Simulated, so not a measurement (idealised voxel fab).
process module | voxel capacitor over wiring
FYI the section here is cut, 145 nm wide, cells are 5 nm squares.
Format of a cross-section: grid, square cells. Given as bands. Order: top down. Band: one or more rows of cells. Basically the band line says how high the top is and how high the bottom is, in nm, and then what's in it from left to right, every material with its width in nm. Empty space shows up as "air", and if a single material carries "full width" it runs the full band edge to edge. Note: height 0 marks the level under which the wafer is uniformly one material as received. Lowest band unbounded below, written "0 and below". Read "30..40" as a graded width: first number on top, second number at the bottom, same change between each pair of neighbouring rows. "stayed the same" (step): cross-section cells unchanged, all of them. For the entry "Completely enclosed voids", the listed items are empty spaces with no open way to the top whose size is 8 cells or more; each item follows the pattern width x height at distance, where distance is from the left edge and all three are in nm. Heads up: the bit after the settings on a step's line is the simulator's remark on that step. Steps that use a mask can have "overlay nm" on their line. It says how far the mask sat to the right of where it was meant to be. Negative means to the left.

Listed below are the process steps as planned
- 1: RECEIVE | material Si
- 2: CONFORMAL_DEP | material SiO2 | thk nm 15
- 3: DIRECTIONAL_DEP | material TiN | thk nm 5
- 4: DIRECTIONAL_DEP | material Ru | thk nm 15
- 5: PATTERN | tone cover | mask id METAL_1 | material resist | width nm 25 | pitch nm 75 | thk nm 20 | overlay nm 0
- 6: DIRECTIONAL_ETCH | etch materials Ru | depth nm 15
- 7: DIRECTIONAL_ETCH | etch materials TiN | depth nm 5
- 8: STRIP | etch materials resist
- 9: FILL_DEP | material SiO2 | thk nm 10
- 10: CMP | height nm 35
- 11: CONFORMAL_DEP | material SiCN | thk nm 5
- 12: DIRECTIONAL_DEP | material SiO2 | thk nm 10
- 13: DIRECTIONAL_DEP | material aC | thk nm 15
- 14: PATTERN | tone open | mask id PLUG_1 | material resist | width nm 15 | thk nm 30 | overlay nm 0
- 15: DIRECTIONAL_ETCH | etch materials aC | depth nm 15
- 16: STRIP | etch materials resist
- 17: DIRECTIONAL_ETCH | etch materials SiO2 | depth nm 10
- 18: DIRECTIONAL_ETCH | etch materials SiCN | depth nm 5
- 19: STRIP | etch materials aC
- 20: CONFORMAL_DEP | material TiN | thk nm 5
- 21: FILL_DEP | material W | thk nm 5
- 22: CMP | height nm 50
- 23: DIRECTIONAL_DEP | material TiN | thk nm 5
- 24: DIRECTIONAL_DEP | material Al2O3 | thk nm 5
- 25: DIRECTIONAL_DEP | material TiN | thk nm 10
- 26: DIRECTIONAL_DEP | material aC | thk nm 10
- 27: PATTERN | tone cover | mask id UPPER_PLATE | material resist | width nm 55 | thk nm 25 | overlay nm 0
- 28: DIRECTIONAL_ETCH | etch materials aC | depth nm 10
- 29: STRIP | etch materials resist
- 30: DIRECTIONAL_ETCH | etch materials TiN | depth nm 10
- 31: DIRECTIONAL_ETCH | etch materials Al2O3 | depth nm 5
- 32: STRIP | etch materials aC
- 33: PATTERN | tone cover | mask id LOWER_PLATE | material resist | width nm 65 | thk nm 15 | overlay nm 0
- 34: DIRECTIONAL_ETCH | etch materials TiN | depth nm 5
- 35: STRIP | etch materials resist
- 36: FILL_DEP | material SiO2 | thk nm 20
- 37: CMP | height nm 85
- 38: PATTERN | tone open | mask id PLUG_2 | material resist | width nm 15 | thk nm 20 | overlay nm 0
- 39: DIRECTIONAL_ETCH | etch materials SiO2 | depth nm 15
- 40: STRIP | etch materials resist
- 41: CONFORMAL_DEP | material TiN | thk nm 5
- 42: FILL_DEP | material Ru | thk nm 5
- 43: CMP | height nm 85
- 44: CONFORMAL_DEP | material SiN | thk nm 5

Cross-section of the wafer at receipt, which is the condition after step 1
0 and below: Si full width
Completely enclosed voids: none

Sectioned view, first of two wafers, at the close of the module, processed as intended in the plan
90 down to 85: SiN full width
85 down to 75: SiO2 (40)  TiN (5)  Ru (5)  TiN (5)  SiO2 (90)
75 down to 70: SiO2 (40)  TiN (15)  SiO2 (90)
70 down to 60: SiO2 (30)  TiN (55)  SiO2 (60)
60 down to 55: SiO2 (30)  Al2O3 (55)  SiO2 (60)
55 down to 50: SiO2 (25)  TiN (65)  SiO2 (55)
50 down to 40: SiO2 (30)  TiN (5)  W (5)  TiN (5)  SiO2 (100)
40 down to 35: SiCN (30)  TiN (15)  SiCN (100)
35 down to 20: SiO2 (20)  Ru (25)  SiO2 (50)  Ru (25)  SiO2 (25)
20 down to 15: SiO2 (20)  TiN (25)  SiO2 (50)  TiN (25)  SiO2 (25)
15 down to 0: SiO2 full width
0 and below: Si full width
Completely enclosed voids: none

Second of two wafers, module complete, sectioned: it shares the first wafer's start and plan but was run with one mistake
90 down to 85: SiN full width
85 down to 75: SiO2 (40)  TiN (5)  Ru (5)  TiN (5)  SiO2 (90)
75 down to 70: SiO2 (40)  TiN (15)  SiO2 (90)
70 down to 60: SiO2 (30)  TiN (55)  SiO2 (60)
60 down to 55: SiO2 (30)  Al2O3 (55)  SiO2 (60)
55 down to 50: SiO2 (25)  TiN (65)  SiO2 (55)
50 down to 40: SiO2 (30)  TiN (5)  W (5)  TiN (5)  SiO2 (100)
40 down to 35: SiCN (30)  TiN (15)  SiCN (100)
35 down to 20: SiO2 (20)  Ru (25)  SiO2 (50)  Ru (25)  SiO2 (25)
20 down to 5: SiO2 full width
5 down to 0: TiN full width
0 and below: Si full width
Completely enclosed voids: none
Error vs. plan: steps 2 and 3 were swapped
Final cells, second wafer relative to first, materials higher or lower: -19 SiO2; +19 TiN
